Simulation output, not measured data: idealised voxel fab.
The document below concerns the process module designated voxel self aligned vias.
250 nm wide, 5 nm square cells: that's cross-section cut.
Each cross-section below is a grid of square cells, stated as bands in top-down order, with one or more rows of cells making up each band. Within each band entry, the heights of the top and of the bottom of the band appear first, in that order and in nm; the materials of the band then follow from left to right, each with its corresponding width in nm. The designation "everywhere" on a single material indicates that it fills the band from edge to edge; the designation "air" indicates empty space. Measure heights from 0. That's the level where, below it, the as-received wafer is all one material. The lowest band is bottomless and extends downward; write it as in "from 0 down". Graded width ("30..40"): value in top row of band = first number; value in bottom row = second number; row-to-row change constant. Reading "remained the same" for a step: not a cell of the cross-section changed in it. Empty spaces without an open route to the top, at least 8 cells in extent, make up the entry "Enclosed voids"; each is given as width x height at distance, where the distance is measured from the left edge, and all are in nm. Read whatever lies past the settings on a step's line as the simulator's own remark about the step. overlay nm: how far to the right of its planned place the mask lay on this masked step (negative: to the left).
The planned process steps are enumerated hereunder:
1 RECEIVE (material Si)
2 CONFORMAL_DEP (material SiO2; thk nm 15)
3 CONFORMAL_DEP (material SiCN; thk nm 5)
4 DIRECTIONAL_DEP (material lowk; thk nm 25)
5 MASKED_ETCH (tone open; mask id LINES; width nm 25; pitch nm 60; etch materials lowk; depth nm 25; overlay nm 0)
6 CONFORMAL_DEP (material TiN; thk nm 5)
7 FILL_DEP (material Ru; thk nm 5)
8 CMP (height nm 45)
9 SELECTIVE_ETCH (etch materials W Ru TiN; depth nm 10)
10 FILL_DEP (material SiN; thk nm 5)
11 CMP (height nm 45)
12 DIRECTIONAL_DEP (material lowk; thk nm 20)
13 PATTERN (tone open; mask id VIAS; material resist; width nm 45; thk nm 20; overlay nm 0)
14 DIRECTIONAL_ETCH (etch materials lowk; depth nm 20)
15 DIRECTIONAL_ETCH (etch materials SiN; depth nm 10)
16 STRIP (etch materials resist)
17 CONFORMAL_DEP (material TiN; thk nm 5)
18 FILL_DEP (material Ru; thk nm 5)
19 CMP (height nm 65)
20 CONFORMAL_DEP (material SiCN; thk nm 5)
Cross-section of the incoming wafer, state after step 1:
    from 0 down: Si everywhere
    Enclosed voids: none
First of two wafers at the end of the module, shown in cross-section; run carried out as planned:
    from 70 to 65: SiCN everywhere
    from 65 to 50: 70 lowk | 5 TiN | 35 Ru | 5 TiN | 135 lowk
    from 50 to 45: 70 lowk | 15 TiN | 15 Ru | 15 TiN | 135 lowk
    from 45 to 40: 80 lowk | 5 TiN | 15 Ru | 5 TiN | 35 lowk | 25 SiN | 85 lowk
    from 40 to 35: 80 lowk | 25 TiN | 35 lowk | 25 SiN | 85 lowk
    from 35 to 25: 80 lowk | 5 TiN | 15 Ru | 5 TiN | 35 lowk | 5 TiN | 15 Ru | 5 TiN | 85 lowk
    from 25 to 20: 80 lowk | 25 TiN | 35 lowk | 25 TiN | 85 lowk
    from 20 to 15: SiCN everywhere
    from 15 to 0: SiO2 everywhere
    from 0 down: Si everywhere
    Enclosed voids: none
Second wafer through the module, sectioned at the end: same beginning and same plan as the first wafer, with one mistake in carrying it out:
    from 75 to 70: SiCN everywhere
    from 70 to 65: 75 TiN | 35 Ru | 140 TiN
    from 65 to 50: 70 lowk | 5 TiN | 35 Ru | 5 TiN | 135 lowk
    from 50 to 45: 70 lowk | 15 TiN | 15 Ru | 15 TiN | 135 lowk
    from 45 to 40: 80 lowk | 5 TiN | 15 Ru | 5 TiN | 35 lowk | 25 SiN | 85 lowk
    from 40 to 35: 80 lowk | 25 TiN | 35 lowk | 25 SiN | 85 lowk
    from 35 to 25: 80 lowk | 5 TiN | 15 Ru | 5 TiN | 35 lowk | 5 TiN | 15 Ru | 5 TiN | 85 lowk
    from 25 to 20: 80 lowk | 25 TiN | 35 lowk | 25 TiN | 85 lowk
    from 20 to 15: SiCN everywhere
    from 15 to 0: SiO2 everywhere
    from 0 down: Si everywhere
    Enclosed voids: none
Error vs. plan: step 19 ran as: CMP (height nm 70)
Once processing is complete, comparing cell counts shows that the second wafer has more or fewer of certain materials than the first: 7 more of Ru; 43 more of TiN
